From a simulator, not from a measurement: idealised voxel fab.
Presented below is a process module, voxel self aligned vias.
280 nm wide, 5 nm square cells: that's cross-section cut.
In this document a cross-section is written as a grid of square cells. It is given as a series of bands, listed from the top down, and a band is one or more rows of cells. It is stipulated that each band's entry specify, in nanometres, the height of the top of the band and then that of its bottom, followed by the materials of the band in left-to-right sequence, each together with its width in nanometres. A single material marked by the word "everywhere" is understood to fill the band from edge to edge; the word "air" is understood to denote empty space. Convention: height 0 is the level below which the wafer, as received, is all one material. The lowest band does not terminate at the bottom but continues downward, represented as "0 down". The notation "30 to 40" denotes a width that varies across the rows of cells in the band, beginning at the first number in the top row, finishing at the second number in the bottom row, and changing by an identical amount from each row to the next. No cell of the cross-section changed in a step that is given as "nothing got changed". Closed empty spaces (no open way to the top) of 8 cells or more are what "Trapped voids" lists, each as width x height at distance from the left edge, nm for all three. Note: text after step settings on the step line = simulator remark on that step. When a step includes a mask, the "overlay nm" setting on its line states how far to the right of its planned place that mask lay, and negative values state how far to the left.

[Planned step list for the process]
1 RECEIVE (material Si)
2 CONFORMAL_DEP (material SiO2; thk nm 10)
3 CONFORMAL_DEP (material SiCN; thk nm 5)
4 DIRECTIONAL_DEP (material lowk; thk nm 20)
5 DIRECTIONAL_DEP (material aC; thk nm 10)
6 PATTERN (tone open; mask id LINES; material resist; width nm 25; pitch nm 70; thk nm 25; overlay nm 0)
7 DIRECTIONAL_ETCH (etch materials aC; depth nm 10)
8 STRIP (etch materials resist)
9 DIRECTIONAL_ETCH (etch materials lowk; depth nm 20)
10 STRIP (etch materials aC)
11 CONFORMAL_DEP (material TiN; thk nm 5)
12 FILL_DEP (material Ru; thk nm 10)
13 CMP (height nm 35)
14 SELECTIVE_ETCH (etch materials W Ru TiN; depth nm 10)
15 FILL_DEP (material SiN; thk nm 10)
16 CMP (height nm 35)
17 DIRECTIONAL_DEP (material lowk; thk nm 15)
18 DIRECTIONAL_DEP (material aC; thk nm 15)
19 PATTERN (tone open; mask id VIAS; material resist; width nm 45; pitch nm 70; thk nm 30; overlay nm 0)
20 DIRECTIONAL_ETCH (etch materials aC; depth nm 15)
21 STRIP (etch materials resist)
22 DIRECTIONAL_ETCH (etch materials lowk; depth nm 15)
23 DIRECTIONAL_ETCH (etch materials SiN; depth nm 10)
24 STRIP (etch materials aC)
25 CONFORMAL_DEP (material TiN; thk nm 5)
26 FILL_DEP (material W; thk nm 10)
27 CMP (height nm 50)
28 CONFORMAL_DEP (material SiCN; thk nm 5)

[This is the cross-section of the wafer as we received it, i.e. after step 1]
0 down  Si everywhere
Trapped voids: none

[Cross-section taken at module completion on the first of two wafers; processed per the plan]
55 to 50  SiCN everywhere
50 to 40  lowk: 45, then TiN: 5, then W: 35, then TiN: 5, then lowk: 25, then TiN: 5, then W: 35, then TiN: 5, then lowk: 25, then TiN: 5, then W: 35, then TiN: 5, then lowk: 50
40 to 30  lowk: 45 to 55, then TiN: 15 to 5, then W: 15, then TiN: 15 to 5, then lowk: 25 to 45, then TiN: 15 to 5, then W: 15, then TiN: 15 to 5, then lowk: 25 to 45, then TiN: 15 to 5, then W: 15, then TiN: 15 to 5, then lowk: 50 to 60
30 to 25  lowk: 55, then TiN: 25, then lowk: 45, then TiN: 25, then lowk: 45, then TiN: 25, then lowk: 60
25 to 20  lowk: 55, then TiN: 5, then Ru: 15, then TiN: 5, then lowk: 45, then TiN: 5, then Ru: 15, then TiN: 5, then lowk: 45, then TiN: 5, then Ru: 15, then TiN: 5, then lowk: 60
20 to 15  lowk: 55, then TiN: 25, then lowk: 45, then TiN: 25, then lowk: 45, then TiN: 25, then lowk: 60
15 to 10  SiCN everywhere
10 to 0  SiO2 everywhere
0 down  Si everywhere
Trapped voids: none

[Second wafer cross-section at end of module - shared start and plan with the first, one mistake in the run]
55 to 50  SiCN everywhere
50 to 40  lowk: 55, then TiN: 5, then W: 35, then TiN: 5, then lowk: 25, then TiN: 5, then W: 35, then TiN: 5, then lowk: 25, then TiN: 5, then W: 35, then TiN: 5, then lowk: 40
40 to 30  lowk: 55, then TiN: 5, then W: 15, then TiN: 25 to 5, then lowk: 25 to 45, then TiN: 5, then W: 15, then TiN: 25 to 5, then lowk: 25 to 45, then TiN: 5, then W: 15, then TiN: 25 to 5, then lowk: 40 to 60
30 to 25  lowk: 55, then TiN: 25, then lowk: 45, then TiN: 25, then lowk: 45, then TiN: 25, then lowk: 60
25 to 20  lowk: 55, then TiN: 5, then Ru: 15, then TiN: 5, then lowk: 45, then TiN: 5, then Ru: 15, then TiN: 5, then lowk: 45, then TiN: 5, then Ru: 15, then TiN: 5, then lowk: 60
20 to 15  lowk: 55, then TiN: 25, then lowk: 45, then TiN: 25, then lowk: 45, then TiN: 25, then lowk: 60
15 to 10  SiCN everywhere
10 to 0  SiO2 everywhere
0 down  Si everywhere
Trapped voids: none
Misprocessing identified: it should be noted that step 19 was executed with settings other than those planned, the operation and settings actually applied being PATTERN (tone open; mask id VIAS; material resist; width nm 45; pitch nm 70; thk nm 30; overlay nm 10)
Both wafers, final: cells per material equal; arrangement not.
